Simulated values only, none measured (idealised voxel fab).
Process module under the name voxel capacitor over wiring
155 nm wide, 5 nm square cells: that's cross-section cut.
Format of a cross-section: grid, square cells. Given as bands. Order: top down. Band: one or more rows of cells. Band entry format. Leading values: height of top, height of bottom, nm. Remainder: materials in left-to-right order, each with its width in nm. Special words: "edge to edge" on a single material, which then fills the band edge to edge; "blank", empty space. Counting heights begins at 0, where everything beneath is, in the wafer as received, one material. The lowest band has no bottom; it goes on downwards, as "0 and below" shows. The two numbers in a width such as "30 to 40" mark its ends across the band: the first belongs to the top row of cells, the second to the bottom row, and from each row to the next the width moves by the same amount. Step note "no alterations made" = no cross-section cell changed. Basically, "Sealed voids" tells you about the enclosed voids: empty spaces with no open way to the top, 8 cells or bigger, each written width x height at distance, where distance is from the left edge, all in nm. Anything after a step's settings on that line? It's the simulator's own note about the step. "overlay nm" denotes, for a step that has a mask, the displacement of the mask to the right of its planned place, with negative values corresponding to the left. From here on the document is pairs. In a pair, the cross-section before one process step comes with the cross-section after it, and the latter goes no deeper than the lowest band that changed. What lies in between, the step and its settings, is written under the pair. A pair may be from a different run of this module on the same starting wafer than the pair above it, so it continues from that pair only where its entry headed "Before-step section" says so.

BEFORE-STEP SECTION
    0 and below | Si edge to edge
    Sealed voids: none

RESULTING STRUCTURE
    15 down to 0 | SiO2 edge to edge
    Under the height 0 nothing was changed.
    Sealed voids: none
Between the two cross-sections above, the process step reads CONFORMAL_DEP,material SiO2,thk nm 15

Before-step section: carried over from the after image of the pair right above.

RESULTING STRUCTURE
    20 down to 15 | SiCN edge to edge
    Under the height 15 nothing was changed.
    Sealed voids: none
Between the two cross-sections above, the process step reads CONFORMAL_DEP,material SiCN,thk nm 5

Before-step section: carried over from the after image of the pair right above.

RESULTING STRUCTURE
    45 down to 20 | lowk edge to edge
    Under the height 20 nothing was changed.
    Sealed voids: none
Between the two cross-sections above, the process step reads DIRECTIONAL_DEP,material lowk,thk nm 25

Before-step section: carried over from the after image of the pair right above.

RESULTING STRUCTURE
    55 down to 45 | aC edge to edge
    Under the height 45 nothing was changed.
    Sealed voids: none
Between the two cross-sections above, the process step reads DIRECTIONAL_DEP,material aC,thk nm 10

Before-step section: carried over from the after image of the pair right above.

RESULTING STRUCTURE
    85 down to 55 | 25 resist  20 blank  65 resist  20 blank  25 resist
    Under the height 55 nothing was changed.
    Sealed voids: none
Between the two cross-sections above, the process step reads PATTERN,tone open,mask id METAL_1,material resist,width nm 20,pitch nm 85,thk nm 30,overlay nm 0

Before-step section: carried over from the after image of the pair right above.

RESULTING STRUCTURE
    75 down to 55 | 25 resist  20 blank  65 resist  20 blank  25 resist
    55 down to 45 | 25 aC  20 blank  65 aC  20 blank  25 aC
    Under the height 45 nothing was changed.
    Sealed voids: none
Between the two cross-sections above, the process step reads DIRECTIONAL_ETCH,etch materials aC,depth nm 10

Before-step section: carried over from the after image of the pair right above.

RESULTING STRUCTURE
    55 down to 45 | 25 aC  20 blank  65 aC  20 blank  25 aC
    Under the height 45 nothing was changed.
    Sealed voids: none
Between the two cross-sections above, the process step reads STRIP,etch materials resist

Before-step section: carried over from the after image of the pair right above.

RESULTING STRUCTURE
    55 down to 45 | 25 aC  20 blank  65 aC  20 blank  25 aC
    45 down to 20 | 25 lowk  20 blank  65 lowk  20 blank  25 lowk
    Under the height 20 nothing was changed.
    Sealed voids: none
Between the two cross-sections above, the process step reads DIRECTIONAL_ETCH,etch materials lowk,depth nm 25

Before-step section: carried over from the after image of the pair right above.

RESULTING STRUCTURE
    55 down to 45 | 25 aC  20 blank  65 aC  20 blank  25 aC
    45 down to 20 | 25 lowk  20 blank  65 lowk  20 blank  25 lowk
    20 down to 15 | 25 SiCN  20 blank  65 SiCN  20 blank  25 SiCN
    Under the height 15 nothing was changed.
    Sealed voids: none
Between the two cross-sections above, the process step reads DIRECTIONAL_ETCH,etch materials SiCN,depth nm 5

Before-step section: carried over from the after image of the pair right above.

RESULTING STRUCTURE
    45 down to 20 | 25 lowk  20 blank  65 lowk  20 blank  25 lowk
    Under the height 20 nothing was changed.
    Sealed voids: none
Between the two cross-sections above, the process step reads STRIP,etch materials aC

Before-step section: carried over from the after image of the pair right above.

RESULTING STRUCTURE
    50 down to 45 | 30 TiN  10 blank  75 TiN  10 blank  30 TiN
    45 down to 20 | 25 lowk  5 TiN  10 blank  5 TiN  65 lowk  5 TiN  10 blank  5 TiN  25 lowk
    20 down to 15 | 25 SiCN  20 TiN  65 SiCN  20 TiN  25 SiCN
    Under the height 15 nothing was changed.
    Sealed voids: none
Between the two cross-sections above, the process step reads CONFORMAL_DEP,material TiN,thk nm 5

Before-step section: carried over from the after image of the pair right above.

RESULTING STRUCTURE
    55 down to 50 | Cu edge to edge
    50 down to 45 | 30 TiN  10 Cu  75 TiN  10 Cu  30 TiN
    45 down to 20 | 25 lowk  5 TiN  10 Cu  5 TiN  65 lowk  5 TiN  10 Cu  5 TiN  25 lowk
    Under the height 20 nothing was changed.
    Sealed voids: none
Between the two cross-sections above, the process step reads FILL_DEP,material Cu,thk nm 5

Before-step section: carried over from the after image of the pair right above.

RESULTING STRUCTURE
    45 down to 20 | 25 lowk  5 TiN  10 Cu  5 TiN  65 lowk  5 TiN  10 Cu  5 TiN  25 lowk
    Under the height 20 nothing was changed.
    Sealed voids: none
Between the two cross-sections above, the process step reads CMP,height nm 45

Before-step section: carried over from the after image of the pair right above.

RESULTING STRUCTURE
    50 down to 45 | SiCN edge to edge
    Under the height 45 nothing was changed.
    Sealed voids: none
Between the two cross-sections above, the process step reads CONFORMAL_DEP,material SiCN,thk nm 5

Before-step section: carried over from the after image of the pair right above.

RESULTING STRUCTURE
    65 down to 50 | lowk edge to edge
    Under the height 50 nothing was changed.
    Sealed voids: none
Between the two cross-sections above, the process step reads DIRECTIONAL_DEP,material lowk,thk nm 15

Before-step section: carried over from the after image of the pair right above.

RESULTING STRUCTURE
    75 down to 65 | aC edge to edge
    Under the height 65 nothing was changed.
    Sealed voids: none
Between the two cross-sections above, the process step reads DIRECTIONAL_DEP,material aC,thk nm 10

Before-step section: carried over from the after image of the pair right above.

RESULTING STRUCTURE
    100 down to 75 | 30 resist  15 blank  110 resist
    Under the height 75 nothing was changed.
    Sealed voids: none
Between the two cross-sections above, the process step reads PATTERN,tone open,mask id PLUG_1,material resist,width nm 15,thk nm 25,overlay nm 0

Before-step section: carried over from the after image of the pair right above.

RESULTING STRUCTURE
    90 down to 75 | 30 resist  15 blank  110 resist
    75 down to 65 | 30 aC  15 blank  110 aC
    Under the height 65 nothing was changed.
    Sealed voids: none
Between the two cross-sections above, the process step reads DIRECTIONAL_ETCH,etch materials aC,depth nm 10

Before-step section: carried over from the after image of the pair right above.

RESULTING STRUCTURE
    75 down to 65 | 30 aC  15 blank  110 aC
    Under the height 65 nothing was changed.
    Sealed voids: none
Between the two cross-sections above, the process step reads STRIP,etch materials resist

Before-step section: carried over from the after image of the pair right above.

RESULTING STRUCTURE
    75 down to 65 | 30 aC  15 blank  110 aC
    65 down to 50 | 30 lowk  15 blank  110 lowk
    Under the height 50 nothing was changed.
    Sealed voids: none
Between the two cross-sections above, the process step reads DIRECTIONAL_ETCH,etch materials lowk,depth nm 15

Before-step section: carried over from the after image of the pair right above.

RESULTING STRUCTURE
    75 down to 65 | 30 aC  15 blank  110 aC
    65 down to 50 | 30 lowk  15 blank  110 lowk
    50 down to 45 | 30 SiCN  15 blank  110 SiCN
    Under the height 45 nothing was changed.
    Sealed voids: none
Between the two cross-sections above, the process step reads DIRECTIONAL_ETCH,etch materials SiCN,depth nm 5

Before-step section: carried over from the after image of the pair right above.

RESULTING STRUCTURE
    65 down to 50 | 30 lowk  15 blank  110 lowk
    Under the height 50 nothing was changed.
    Sealed voids: none
Between the two cross-sections above, the process step reads STRIP,etch materials aC

Before-step section: carried over from the after image of the pair right above.

RESULTING STRUCTURE
    65 down to 55 | 30 lowk  15 blank  110 lowk
    55 down to 50 | 30 lowk  15 Ru  110 lowk
    50 down to 45 | 30 SiCN  15 Ru  110 SiCN
    Under the height 45 nothing was changed.
    Sealed voids: none
Between the two cross-sections above, the process step reads EPI,material Ru,thk nm 10

Before-step section: carried over from the after image of the pair right above.

RESULTING STRUCTURE
    65 down to 50 | 30 lowk  15 Ru  110 lowk
    Under the height 50 nothing was changed.
    Sealed voids: none
Between the two cross-sections above, the process step reads EPI,material Ru,thk nm 10

Before-step section: carried over from the after image of the pair right above.

RESULTING STRUCTURE
    70 down to 65 | TiN edge to edge
    Under the height 65 nothing was changed.
    Sealed voids: none
Between the two cross-sections above, the process step reads DIRECTIONAL_DEP,material TiN,thk nm 5

Before-step section: carried over from the after image of the pair right above.

RESULTING STRUCTURE
    75 down to 70 | HfO2 edge to edge
    Under the height 70 nothing was changed.
    Sealed voids: none
Between the two cross-sections above, the process step reads DIRECTIONAL_DEP,material HfO2,thk nm 5

Before-step section: carried over from the after image of the pair right above.

RESULTING STRUCTURE
    85 down to 75 | TiN edge to edge
    Under the height 75 nothing was changed.
    Sealed voids: none
Between the two cross-sections above, the process step reads DIRECTIONAL_DEP,material TiN,thk nm 10

Before-step section: carried over from the after image of the pair right above.

RESULTING STRUCTURE
    85 down to 75 | 30 blank  70 TiN  55 blank
    Under the height 75 nothing was changed.
    Sealed voids: none
Between the two cross-sections above, the process step reads MASKED_ETCH,tone cover,mask id UPPER_PLATE,width nm 70,etch materials TiN,depth nm 10,overlay nm 0

Before-step section: carried over from the after image of the pair right above.

RESULTING STRUCTURE
    85 down to 75 | 30 blank  70 TiN  55 blank
    75 down to 70 | 30 blank  70 HfO2  55 blank
    Under the height 70 nothing was changed.
    Sealed voids: none
Between the two cross-sections above, the process step reads MASKED_ETCH,tone cover,mask id UPPER_PLATE,width nm 70,etch materials HfO2,depth nm 5,overlay nm 0

Before-step section: carried over from the after image of the pair right above.

RESULTING STRUCTURE
    100 down to 85 | 25 blank  80 resist  50 blank
    85 down to 75 | 25 blank  5 resist  70 TiN  5 resist  50 blank
    75 down to 70 | 25 blank  5 resist  70 HfO2  5 resist  50 blank
    Under the height 70 nothing was changed.
    Sealed voids: none
Between the two cross-sections above, the process step reads PATTERN,tone cover,mask id LOWER_PLATE,material resist,width nm 80,thk nm 15,overlay nm 0

Before-step section: carried over from the after image of the pair right above.

RESULTING STRUCTURE
    100 down to 85 | 25 blank  80 resist  50 blank
    85 down to 75 | 25 blank  5 resist  70 TiN  5 resist  50 blank
    75 down to 70 | 25 blank  5 resist  70 HfO2  5 resist  50 blank
    70 down to 65 | 25 blank  80 TiN  50 blank
    Under the height 65 nothing was changed.
    Sealed voids: none
Between the two cross-sections above, the process step reads DIRECTIONAL_ETCH,etch materials TiN,depth nm 5

Before-step section: carried over from the after image of the pair right above.

RESULTING STRUCTURE
    85 down to 75 | 30 blank  70 TiN  55 blank
    75 down to 70 | 30 blank  70 HfO2  55 blank
    Under the height 70 nothing was changed.
    Sealed voids: none
Between the two cross-sections above, the process step reads STRIP,etch materials resist

Before-step section: carried over from the after image of the pair right above.

RESULTING STRUCTURE
    100 down to 85 | SiO2 edge to edge
    85 down to 75 | 30 SiO2  70 TiN  55 SiO2
    75 down to 70 | 30 SiO2  70 HfO2  55 SiO2
    70 down to 65 | 25 SiO2  80 TiN  50 SiO2
    Under the height 65 nothing was changed.
    Sealed voids: none
Between the two cross-sections above, the process step reads FILL_DEP,material SiO2,thk nm 15

Before-step section: carried over from the after image of the pair right above.

RESULTING STRUCTURE
    95 down to 85 | SiO2 edge to edge
    Under the height 85 nothing was changed.
    Sealed voids: none
Between the two cross-sections above, the process step reads CMP,height nm 95

Before-step section: carried over from the after image of the pair right above.

RESULTING STRUCTURE
    105 down to 95 | aC edge to edge
    Under the height 95 nothing was changed.
    Sealed voids: none
Between the two cross-sections above, the process step reads DIRECTIONAL_DEP,material aC,thk nm 10

Before-step section: carried over from the after image of the pair right above.

RESULTING STRUCTURE
    135 down to 105 | 40 resist  15 blank  100 resist
    Under the height 105 nothing was changed.
    Sealed voids: none
Between the two cross-sections above, the process step reads PATTERN,tone open,mask id PLUG_2,material resist,width nm 15,thk nm 30,overlay nm 0

Before-step section: carried over from the after image of the pair right above.

RESULTING STRUCTURE
    125 down to 105 | 40 resist  15 blank  100 resist
    105 down to 95 | 40 aC  15 blank  100 aC
    Under the height 95 nothing was changed.
    Sealed voids: none
Between the two cross-sections above, the process step reads DIRECTIONAL_ETCH,etch materials aC,depth nm 10

Before-step section: carried over from the after image of the pair right above.

RESULTING STRUCTURE
    105 down to 95 | 40 aC  15 blank  100 aC
    Under the height 95 nothing was changed.
    Sealed voids: none
Between the two cross-sections above, the process step reads STRIP,etch materials resist

Before-step section: carried over from the after image of the pair right above.

RESULTING STRUCTURE
    105 down to 95 | 40 aC  15 blank  100 aC
    95 down to 85 | 40 SiO2  15 blank  100 SiO2
    Under the height 85 nothing was changed.
    Sealed voids: none
Between the two cross-sections above, the process step reads DIRECTIONAL_ETCH,etch materials SiO2,depth nm 10

Before-step section: carried over from the after image of the pair right above.

RESULTING STRUCTURE
    95 down to 85 | 40 SiO2  15 blank  100 SiO2
    Under the height 85 nothing was changed.
    Sealed voids: none
Between the two cross-sections above, the process step reads STRIP,etch materials aC

Before-step section: carried over from the after image of the pair right above.

RESULTING STRUCTURE
    100 down to 95 | 45 TiN  5 blank  105 TiN
    95 down to 90 | 40 SiO2  5 TiN  5 blank  5 TiN  100 SiO2
    90 down to 85 | 40 SiO2  15 TiN  100 SiO2
    Under the height 85 nothing was changed.
    Sealed voids: none
Between the two cross-sections above, the process step reads CONFORMAL_DEP,material TiN,thk nm 5

Before-step section: carried over from the after image of the pair right above.

RESULTING STRUCTURE
    110 down to 100 | W edge to edge
    100 down to 95 | 45 TiN  5 W  105 TiN
    95 down to 90 | 40 SiO2  5 TiN  5 W  5 TiN  100 SiO2
    Under the height 90 nothing was changed.
    Sealed voids: none
Between the two cross-sections above, the process step reads FILL_DEP,material W,thk nm 10

Before-step section: carried over from the after image of the pair right above.

RESULTING STRUCTURE
    95 down to 90 | 40 SiO2  5 TiN  5 W  5 TiN  100 SiO2
    Under the height 90 nothing was changed.
    Sealed voids: none
Between the two cross-sections above, the process step reads CMP,height nm 95

Before-step section: carried over from the after image of the pair right above.

RESULTING STRUCTURE
    100 down to 95 | SiCN edge to edge
    Under the height 95 nothing was changed.
    Sealed voids: none
Between the two cross-sections above, the process step reads CONFORMAL_DEP,material SiCN,thk nm 5

BEFORE-STEP SECTION
    65 down to 55 | 30 lowk  15 blank  110 lowk
    55 down to 50 | 30 lowk  15 Ru  110 lowk
    50 down to 45 | 30 SiCN  15 Ru  110 SiCN
    45 down to 20 | 25 lowk  5 TiN  10 Cu  5 TiN  65 lowk  5 TiN  10 Cu  5 TiN  25 lowk
    20 down to 15 | 25 SiCN  20 TiN  65 SiCN  20 TiN  25 SiCN
    15 down to 0 | SiO2 edge to edge
    0 and below | Si edge to edge
    Sealed voids: none

RESULTING STRUCTURE
    70 down to 65 | 30 TiN  15 blank  110 TiN
    65 down to 60 | 30 lowk  15 blank  110 lowk
    60 down to 55 | 30 lowk  15 TiN  110 lowk
    Under the height 55 nothing was changed.
    Sealed voids: none
Between the two cross-sections above, the process step reads DIRECTIONAL_DEP,material TiN,thk nm 5

Before-step section: carried over from the after image of the pair right above.

RESULTING STRUCTURE
    75 down to 70 | 30 HfO2  15 blank  110 HfO2
    70 down to 65 | 30 TiN  15 blank  110 TiN
    65 down to 60 | 30 lowk  15 HfO2  110 lowk
    Under the height 60 nothing was changed.
    Sealed voids: none
Between the two cross-sections above, the process step reads DIRECTIONAL_DEP,material HfO2,thk nm 5

Before-step section: carried over from the after image of the pair right above.

RESULTING STRUCTURE
    85 down to 75 | 30 TiN  15 blank  110 TiN
    75 down to 70 | 30 HfO2  15 TiN  110 HfO2
    70 down to 65 | TiN edge to edge
    Under the height 65 nothing was changed.
    Sealed voids: none
Between the two cross-sections above, the process step reads DIRECTIONAL_DEP,material TiN,thk nm 10

Before-step section: carried over from the after image of the pair right above.

RESULTING STRUCTURE
    85 down to 75 | 45 blank  55 TiN  55 blank
    Under the height 75 nothing was changed.
    Sealed voids: none
Between the two cross-sections above, the process step reads MASKED_ETCH,tone cover,mask id UPPER_PLATE,width nm 70,etch materials TiN,depth nm 10,overlay nm 0

Before-step section: carried over from the after image of the pair right above.

RESULTING STRUCTURE
    85 down to 75 | 45 blank  55 TiN  55 blank
    75 down to 70 | 30 blank  15 TiN  55 HfO2  55 blank
    Under the height 70 nothing was changed.
    Sealed voids: none
Between the two cross-sections above, the process step reads MASKED_ETCH,tone cover,mask id UPPER_PLATE,width nm 70,etch materials HfO2,depth nm 5,overlay nm 0

Before-step section: carried over from the after image of the pair right above.

RESULTING STRUCTURE
    100 down to 85 | 25 blank  80 resist  50 blank
    85 down to 75 | 25 blank  20 resist  55 TiN  5 resist  50 blank
    75 down to 70 | 25 blank  5 resist  15 TiN  55 HfO2  5 resist  50 blank
    Under the height 70 nothing was changed.
    Sealed voids: none
Between the two cross-sections above, the process step reads PATTERN,tone cover,mask id LOWER_PLATE,material resist,width nm 80,thk nm 15,overlay nm 0

Before-step section: carried over from the after image of the pair right above.

RESULTING STRUCTURE
    100 down to 85 | 25 blank  80 resist  50 blank
    85 down to 75 | 25 blank  20 resist  55 TiN  5 resist  50 blank
    75 down to 70 | 25 blank  5 resist  15 TiN  55 HfO2  5 resist  50 blank
    70 down to 65 | 25 blank  80 TiN  50 blank
    Under the height 65 nothing was changed.
    Sealed voids: none
Between the two cross-sections above, the process step reads DIRECTIONAL_ETCH,etch materials TiN,depth nm 5

Before-step section: carried over from the after image of the pair right above.

RESULTING STRUCTURE
    85 down to 75 | 45 blank  55 TiN  55 blank
    75 down to 70 | 30 blank  15 TiN  55 HfO2  55 blank
    Under the height 70 nothing was changed.
    Sealed voids: none
Between the two cross-sections above, the process step reads STRIP,etch materials resist

Before-step section: carried over from the after image of the pair right above.

RESULTING STRUCTURE
    100 down to 85 | SiO2 edge to edge
    85 down to 75 | 45 SiO2  55 TiN  55 SiO2
    75 down to 70 | 30 SiO2  15 TiN  55 HfO2  55 SiO2
    70 down to 65 | 25 SiO2  80 TiN  50 SiO2
    Under the height 65 nothing was changed.
    Sealed voids: none
Between the two cross-sections above, the process step reads FILL_DEP,material SiO2,thk nm 15

Before-step section: carried over from the after image of the pair right above.

RESULTING STRUCTURE
    95 down to 85 | SiO2 edge to edge
    Under the height 85 nothing was changed.
    Sealed voids: none
Between the two cross-sections above, the process step reads CMP,height nm 95

Before-step section: carried over from the after image of the pair right above.

RESULTING STRUCTURE
    105 down to 95 | aC edge to edge
    Under the height 95 nothing was changed.
    Sealed voids: none
Between the two cross-sections above, the process step reads DIRECTIONAL_DEP,material aC,thk nm 10

Before-step section: carried over from the after image of the pair right above.

RESULTING STRUCTURE
    135 down to 105 | 40 resist  15 blank  100 resist
    Under the height 105 nothing was changed.
    Sealed voids: none
Between the two cross-sections above, the process step reads PATTERN,tone open,mask id PLUG_2,material resist,width nm 15,thk nm 30,overlay nm 0

Before-step section: carried over from the after image of the pair right above.

RESULTING STRUCTURE
    125 down to 105 | 40 resist  15 blank  100 resist
    105 down to 95 | 40 aC  15 blank  100 aC
    Under the height 95 nothing was changed.
    Sealed voids: none
Between the two cross-sections above, the process step reads DIRECTIONAL_ETCH,etch materials aC,depth nm 10

Before-step section: carried over from the after image of the pair right above.

RESULTING STRUCTURE
    105 down to 95 | 40 aC  15 blank  100 aC
    Under the height 95 nothing was changed.
    Sealed voids: none
Between the two cross-sections above, the process step reads STRIP,etch materials resist

Before-step section: carried over from the after image of the pair right above.

RESULTING STRUCTURE
    105 down to 95 | 40 aC  15 blank  100 aC
    95 down to 85 | 40 SiO2  15 blank  100 SiO2
    Under the height 85 nothing was changed.
    Sealed voids: none
Between the two cross-sections above, the process step reads DIRECTIONAL_ETCH,etch materials SiO2,depth nm 10

Before-step section: carried over from the after image of the pair right above.

RESULTING STRUCTURE
    95 down to 85 | 40 SiO2  15 blank  100 SiO2
    Under the height 85 nothing was changed.
    Sealed voids: none
Between the two cross-sections above, the process step reads STRIP,etch materials aC

Before-step section: carried over from the after image of the pair right above.

RESULTING STRUCTURE
    100 down to 95 | 45 TiN  5 blank  105 TiN
    95 down to 90 | 40 SiO2  5 TiN  5 blank  5 TiN  100 SiO2
    90 down to 85 | 40 SiO2  15 TiN  100 SiO2
    Under the height 85 nothing was changed.
    Sealed voids: none
Between the two cross-sections above, the process step reads CONFORMAL_DEP,material TiN,thk nm 5

Before-step section: carried over from the after image of the pair right above.

RESULTING STRUCTURE
    110 down to 100 | W edge to edge
    100 down to 95 | 45 TiN  5 W  105 TiN
    95 down to 90 | 40 SiO2  5 TiN  5 W  5 TiN  100 SiO2
    Under the height 90 nothing was changed.
    Sealed voids: none
Between the two cross-sections above, the process step reads FILL_DEP,material W,thk nm 10

Before-step section: carried over from the after image of the pair right above.

RESULTING STRUCTURE
    95 down to 90 | 40 SiO2  5 TiN  5 W  5 TiN  100 SiO2
    Under the height 90 nothing was changed.
    Sealed voids: none
Between the two cross-sections above, the process step reads CMP,height nm 95

Before-step section: carried over from the after image of the pair right above.

RESULTING STRUCTURE
    100 down to 95 | SiCN edge to edge
    Under the height 95 nothing was changed.
    Sealed voids: none
Between the two cross-sections above, the process step reads CONFORMAL_DEP,material SiCN,thk nm 5

BEFORE-STEP SECTION
    65 down to 50 | 30 lowk  15 Ru  110 lowk
    50 down to 45 | 30 SiCN  15 Ru  110 SiCN
    45 down to 20 | 25 lowk  5 TiN  10 Cu  5 TiN  65 lowk  5 TiN  10 Cu  5 TiN  25 lowk
    20 down to 15 | 25 SiCN  20 TiN  65 SiCN  20 TiN  25 SiCN
    15 down to 0 | SiO2 edge to edge
    0 and below | Si edge to edge
    Sealed voids: none

RESULTING STRUCTURE
    75 down to 65 | 20 blank  35 Ru  100 blank
    Under the height 65 nothing was changed.
    Sealed voids: none
Between the two cross-sections above, the process step reads EPI,material Ru,thk nm 10

Before-step section: carried over from the after image of the pair right above.

RESULTING STRUCTURE
    80 down to 75 | 20 blank  35 TiN  100 blank
    75 down to 70 | 20 blank  35 Ru  100 blank
    70 down to 65 | 20 TiN  35 Ru  100 TiN
    Under the height 65 nothing was changed.
    Sealed voids: none
Between the two cross-sections above, the process step reads DIRECTIONAL_DEP,material TiN,thk nm 5

Before-step section: carried over from the after image of the pair right above.

RESULTING STRUCTURE
    85 down to 80 | 20 blank  35 HfO2  100 blank
    80 down to 75 | 20 blank  35 TiN  100 blank
    75 down to 70 | 20 HfO2  35 Ru  100 HfO2
    Under the height 70 nothing was changed.
    Sealed voids: none
Between the two cross-sections above, the process step reads DIRECTIONAL_DEP,material HfO2,thk nm 5

Before-step section: carried over from the after image of the pair right above.

RESULTING STRUCTURE
    95 down to 85 | 20 blank  35 TiN  100 blank
    85 down to 80 | 20 TiN  35 HfO2  100 TiN
    80 down to 75 | TiN edge to edge
    Under the height 75 nothing was changed.
    Sealed voids: none
Between the two cross-sections above, the process step reads DIRECTIONAL_DEP,material TiN,thk nm 10

Before-step section: carried over from the after image of the pair right above.

RESULTING STRUCTURE
    95 down to 85 | 30 blank  25 TiN  100 blank
    85 down to 80 | 20 blank  35 HfO2  45 TiN  55 blank
    80 down to 75 | 20 blank  80 TiN  55 blank
    Under the height 75 nothing was changed.
    Sealed voids: none
Between the two cross-sections above, the process step reads MASKED_ETCH,tone cover,mask id UPPER_PLATE,width nm 70,etch materials TiN,depth nm 10,overlay nm 0

Before-step section: carried over from the after image of the pair right above.

RESULTING STRUCTURE
    95 down to 85 | 30 blank  25 TiN  100 blank
    85 down to 80 | 30 blank  25 HfO2  45 TiN  55 blank
    80 down to 75 | 20 blank  80 TiN  55 blank
    75 down to 70 | 20 blank  35 Ru  45 HfO2  55 blank
    Under the height 70 nothing was changed.
    Sealed voids: none
Between the two cross-sections above, the process step reads MASKED_ETCH,tone cover,mask id UPPER_PLATE,width nm 70,etch materials HfO2,depth nm 5,overlay nm 0

Before-step section: carried over from the after image of the pair right above.

RESULTING STRUCTURE
    110 down to 95 | 25 blank  80 resist  50 blank
    95 down to 85 | 25 blank  5 resist  25 TiN  50 resist  50 blank
    85 down to 80 | 25 blank  5 resist  25 HfO2  45 TiN  5 resist  50 blank
    80 down to 75 | 20 blank  80 TiN  5 resist  50 blank
    75 down to 70 | 20 blank  35 Ru  45 HfO2  5 resist  50 blank
    Under the height 70 nothing was changed.
    Sealed voids: none
Between the two cross-sections above, the process step reads PATTERN,tone cover,mask id LOWER_PLATE,material resist,width nm 80,thk nm 15,overlay nm 0

Before-step section: carried over from the after image of the pair right above.

RESULTING STRUCTURE
    110 down to 95 | 25 blank  80 resist  50 blank
    95 down to 85 | 25 blank  5 resist  25 TiN  50 resist  50 blank
    85 down to 80 | 25 blank  5 resist  25 HfO2  45 TiN  5 resist  50 blank
    80 down to 75 | 25 blank  75 TiN  5 resist  50 blank
    75 down to 70 | 20 blank  35 Ru  45 HfO2  5 resist  50 blank
    70 down to 65 | 20 blank  35 Ru  50 TiN  50 blank
    Under the height 65 nothing was changed.
    Sealed voids: none
Between the two cross-sections above, the process step reads DIRECTIONAL_ETCH,etch materials TiN,depth nm 5

Before-step section: carried over from the after image of the pair right above.

RESULTING STRUCTURE
    95 down to 85 | 30 blank  25 TiN  100 blank
    85 down to 80 | 30 blank  25 HfO2  45 TiN  55 blank
    80 down to 75 | 25 blank  75 TiN  55 blank
    75 down to 70 | 20 blank  35 Ru  45 HfO2  55 blank
    Under the height 70 nothing was changed.
    Sealed voids: none
Between the two cross-sections above, the process step reads STRIP,etch materials resist

Before-step section: carried over from the after image of the pair right above.

RESULTING STRUCTURE
    110 down to 95 | SiO2 edge to edge
    95 down to 85 | 30 SiO2  25 TiN  100 SiO2
    85 down to 80 | 30 SiO2  25 HfO2  45 TiN  55 SiO2
    80 down to 75 | 25 SiO2  75 TiN  55 SiO2
    75 down to 70 | 20 SiO2  35 Ru  45 HfO2  55 SiO2
    70 down to 65 | 20 SiO2  35 Ru  50 TiN  50 SiO2
    Under the height 65 nothing was changed.
    Sealed voids: none
Between the two cross-sections above, the process step reads FILL_DEP,material SiO2,thk nm 15

Before-step section: carried over from the after image of the pair right above.

RESULTING STRUCTURE
    95 down to 85 | 30 SiO2  25 TiN  100 SiO2
    Under the height 85 nothing was changed.
    Sealed voids: none
Between the two cross-sections above, the process step reads CMP,height nm 95

Before-step section: carried over from the after image of the pair right above.

RESULTING STRUCTURE
    105 down to 95 | aC edge to edge
    Under the height 95 nothing was changed.
    Sealed voids: none
Between the two cross-sections above, the process step reads DIRECTIONAL_DEP,material aC,thk nm 10

Before-step section: carried over from the after image of the pair right above.

RESULTING STRUCTURE
    135 down to 105 | 40 resist  15 blank  100 resist
    Under the height 105 nothing was changed.
    Sealed voids: none
Between the two cross-sections above, the process step reads PATTERN,tone open,mask id PLUG_2,material resist,width nm 15,thk nm 30,overlay nm 0

Before-step section: carried over from the after image of the pair right above.

RESULTING STRUCTURE
    125 down to 105 | 40 resist  15 blank  100 resist
    105 down to 95 | 40 aC  15 blank  100 aC
    Under the height 95 nothing was changed.
    Sealed voids: none
Between the two cross-sections above, the process step reads DIRECTIONAL_ETCH,etch materials aC,depth nm 10

Before-step section: carried over from the after image of the pair right above.

RESULTING STRUCTURE
    105 down to 95 | 40 aC  15 blank  100 aC
    Under the height 95 nothing was changed.
    Sealed voids: none
Between the two cross-sections above, the process step reads STRIP,etch materials resist

Before-step section: carried over from the after image of the pair right above.

RESULTING STRUCTURE
    95 down to 85 | 30 SiO2  25 TiN  100 SiO2
    Under the height 85 nothing was changed.
    Sealed voids: none
Between the two cross-sections above, the process step reads STRIP,etch materials aC

Before-step section: carried over from the after image of the pair right above.

RESULTING STRUCTURE
    100 down to 95 | TiN edge to edge
    Under the height 95 nothing was changed.
    Sealed voids: none
Between the two cross-sections above, the process step reads CONFORMAL_DEP,material TiN,thk nm 5

Before-step section: carried over from the after image of the pair right above.

RESULTING STRUCTURE
    110 down to 100 | W edge to edge
    Under the height 100 nothing was changed.
    Sealed voids: none
Between the two cross-sections above, the process step reads FILL_DEP,material W,thk nm 10

Before-step section: carried over from the after image of the pair right above.

RESULTING STRUCTURE
    95 down to 85 | 30 SiO2  25 TiN  100 SiO2
    Under the height 85 nothing was changed.
    Sealed voids: none
Between the two cross-sections above, the process step reads CMP,height nm 95

Before-step section: carried over from the after image of the pair right above.

RESULTING STRUCTURE
    100 down to 95 | SiCN edge to edge
    Under the height 95 nothing was changed.
    Sealed voids: none
Between the two cross-sections above, the process step reads CONFORMAL_DEP,material SiCN,thk nm 5

BEFORE-STEP SECTION
    15 down to 0 | SiO2 edge to edge
    0 and below | Si edge to edge
    Sealed voids: none

RESULTING STRUCTURE
    40 down to 15 | lowk edge to edge
    Under the height 15 nothing was changed.
    Sealed voids: none
Between the two cross-sections above, the process step reads DIRECTIONAL_DEP,material lowk,thk nm 25

Before-step section: carried over from the after image of the pair right above.

RESULTING STRUCTURE
    45 down to 40 | SiCN edge to edge
    Under the height 40 nothing was changed.
    Sealed voids: none
Between the two cross-sections above, the process step reads CONFORMAL_DEP,material SiCN,thk nm 5

Before-step section: carried over from the after image of the pair right above.

RESULTING STRUCTURE
    55 down to 45 | aC edge to edge
    Under the height 45 nothing was changed.
    Sealed voids: none
Between the two cross-sections above, the process step reads DIRECTIONAL_DEP,material aC,thk nm 10

Before-step section: carried over from the after image of the pair right above.

RESULTING STRUCTURE
    85 down to 55 | 25 resist  20 blank  65 resist  20 blank  25 resist
    Under the height 55 nothing was changed.
    Sealed voids: none
Between the two cross-sections above, the process step reads PATTERN,tone open,mask id METAL_1,material resist,width nm 20,pitch nm 85,thk nm 30,overlay nm 0

Before-step section: carried over from the after image of the pair right above.

RESULTING STRUCTURE
    75 down to 55 | 25 resist  20 blank  65 resist  20 blank  25 resist
    55 down to 45 | 25 aC  20 blank  65 aC  20 blank  25 aC
    Under the height 45 nothing was changed.
    Sealed voids: none
Between the two cross-sections above, the process step reads DIRECTIONAL_ETCH,etch materials aC,depth nm 10
